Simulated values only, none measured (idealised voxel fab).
The document below concerns the process module designated voxel gate over fins.
Cross-section cut spans 185 nm and uses square cells 5 nm in size.
A cross-section in this document is a grid of square cells, and it is written down as bands, the top band listed before the ones below it; a band is made up of one or more rows of cells. Basically the band line says how high the top is and how high the bottom is, in nm, and then what's in it from left to right, every material with its width in nm. Empty space shows up as "air", and if a single material carries "everywhere" it runs the full band edge to edge. We count height from 0. Below that, the starting wafer is all one material. The lowest band never ends at the bottom but goes on down; see "0 down" for how that is written. The two numbers in a width such as "30 to 40" mark its ends across the band: the first belongs to the top row of cells, the second to the bottom row, and from each row to the next the width moves by the same amount. You'll sometimes find "everything unchanged" written for a step, and that's the way of saying that nowhere in the cross-section did a cell change during that step. "Trapped cavities" means: voids of 8 cells or more that are shut off from the top with no open way through. Written width x height at distance, distance from the left edge, in nm. Past the settings on a step's line: simulator remark, on that step. On any step carrying a mask, the "overlay nm" setting, if present on the step's line, tells how far right of its planned place the mask lay; negative values point to the left.
### Planned step list for the process
step 1: RECEIVE, material Si
step 2: CONFORMAL_DEP, material SiN, thk nm 5
step 3: DIRECTIONAL_DEP, material aC, thk nm 10
step 4: PATTERN, tone cover, mask id FINS, material resist, width nm 15, pitch nm 60, thk nm 25, overlay nm 0
step 5: DIRECTIONAL_ETCH, etch materials aC, depth nm 10
step 6: STRIP, etch materials resist
step 7: DIRECTIONAL_ETCH, etch materials SiN, depth nm 5
step 8: DIRECTIONAL_ETCH, etch materials Si, depth nm 40
step 9: STRIP, etch materials aC
step 10: FILL_DEP, material SiO2, thk nm 10
step 11: CMP, height nm 5
step 12: PATTERN, tone open, mask id RAIL, material resist, width nm 15, thk nm 20, overlay nm 0
step 13: DIRECTIONAL_ETCH, etch materials SiO2, depth nm 40
step 14: STRIP, etch materials resist
step 15: CONFORMAL_DEP, material TiN, thk nm 5
step 16: FILL_DEP, material Ru, thk nm 5
step 17: CMP, height nm 5
step 18: SELECTIVE_ETCH, etch materials W Ru TiN, depth nm 30
step 19: FILL_DEP, material SiO2, thk nm 5
step 20: CMP, height nm 5
step 21: SELECTIVE_ETCH, etch materials SiO2, depth nm 20
step 22: STRIP, etch materials SiN
step 23: CONFORMAL_DEP, material HfO2, thk nm 5
step 24: CONFORMAL_DEP, material TiN, thk nm 5
step 25: FILL_DEP, material W, thk nm 15
step 26: CMP, height nm 20
step 27: CONFORMAL_DEP, material SiN, thk nm 10
Same starting wafers, different width nm at step 4. Plan value belongs to the first wafer.
### first wafer as received, after step 1
0 down = Si everywhere
Trapped cavities: none
### Cross-section of the first of several wafers, taken after step 27, where the module ends
30 to 20 = SiN everywhere
20 to 10 = W everywhere
10 to 5 = W 45; TiN 35; W 25; TiN 35; W 45
5 to 0 = W 45; TiN 5; HfO2 25; TiN 5; W 25; TiN 5; HfO2 25; TiN 5; W 45
0 to -5 = W 45; TiN 5; HfO2 5; Si 15; HfO2 5; TiN 5; W 25; TiN 5; HfO2 5; Si 15; HfO2 5; TiN 5; W 45
-5 to -10 = TiN 50; HfO2 5; Si 15; HfO2 5; TiN 35; HfO2 5; Si 15; HfO2 5; TiN 50
-10 to -15 = HfO2 55; Si 15; HfO2 45; Si 15; HfO2 55
-15 to -25 = SiO2 55; Si 15; SiO2 45; Si 15; SiO2 55
-25 to -30 = SiO2 55; Si 15; SiO2 15; TiN 5; Ru 5; TiN 5; SiO2 15; Si 15; SiO2 55
-30 to -35 = SiO2 55; Si 15; SiO2 15; TiN 15; SiO2 15; Si 15; SiO2 55
-35 to -40 = SiO2 55; Si 15; SiO2 45; Si 15; SiO2 55
-40 down = Si everywhere
Trapped cavities: none
### Final wafer cross-section at module end
30 to 20 = SiN everywhere
20 to 10 = W everywhere
10 to 5 = W 40; TiN 50; W 10; TiN 50; W 35
5 to 0 = W 40; TiN 5; HfO2 40; TiN 5; W 10; TiN 5; HfO2 40; TiN 5; W 35
0 to -5 = W 40; TiN 5; HfO2 5; Si 30; HfO2 5; TiN 5; W 10; TiN 5; HfO2 5; Si 30; HfO2 5; TiN 5; W 35
-5 to -10 = TiN 45; HfO2 5; Si 30; HfO2 5; TiN 20; HfO2 5; Si 30; HfO2 5; TiN 40
-10 to -15 = HfO2 50; Si 30; HfO2 30; Si 30; HfO2 45
-15 to -25 = SiO2 50; Si 30; SiO2 30; Si 30; SiO2 45
-25 to -30 = SiO2 50; Si 30; SiO2 5; TiN 5; Ru 5; TiN 5; SiO2 10; Si 30; SiO2 45
-30 to -35 = SiO2 50; Si 30; SiO2 5; TiN 15; SiO2 10; Si 30; SiO2 45
-35 to -40 = SiO2 50; Si 30; SiO2 30; Si 30; SiO2 45
-40 down = Si everywhere
Trapped cavities: none
### So in this table every wafer gets its own row, and what you see is where it stands at the end of the module: for each material, how many cells it picked up (+) or gave up (-) since we received it, and after that its closed voids
width nm 15, +49 HfO2, +1 Ru, -248 Si, +74 SiN, +149 SiO2, +54 TiN, +143 W, Trapped cavities: none
width nm 20, +49 HfO2, +1 Ru, -232 Si, +74 SiN, +139 SiO2, +54 TiN, +137 W, Trapped cavities: none
width nm 25, +49 HfO2, +1 Ru, -216 Si, +74 SiN, +129 SiO2, +54 TiN, +131 W, Trapped cavities: none
width nm 30, +49 HfO2, +1 Ru, -200 Si, +74 SiN, +119 SiO2, +54 TiN, +125 W, Trapped cavities: none
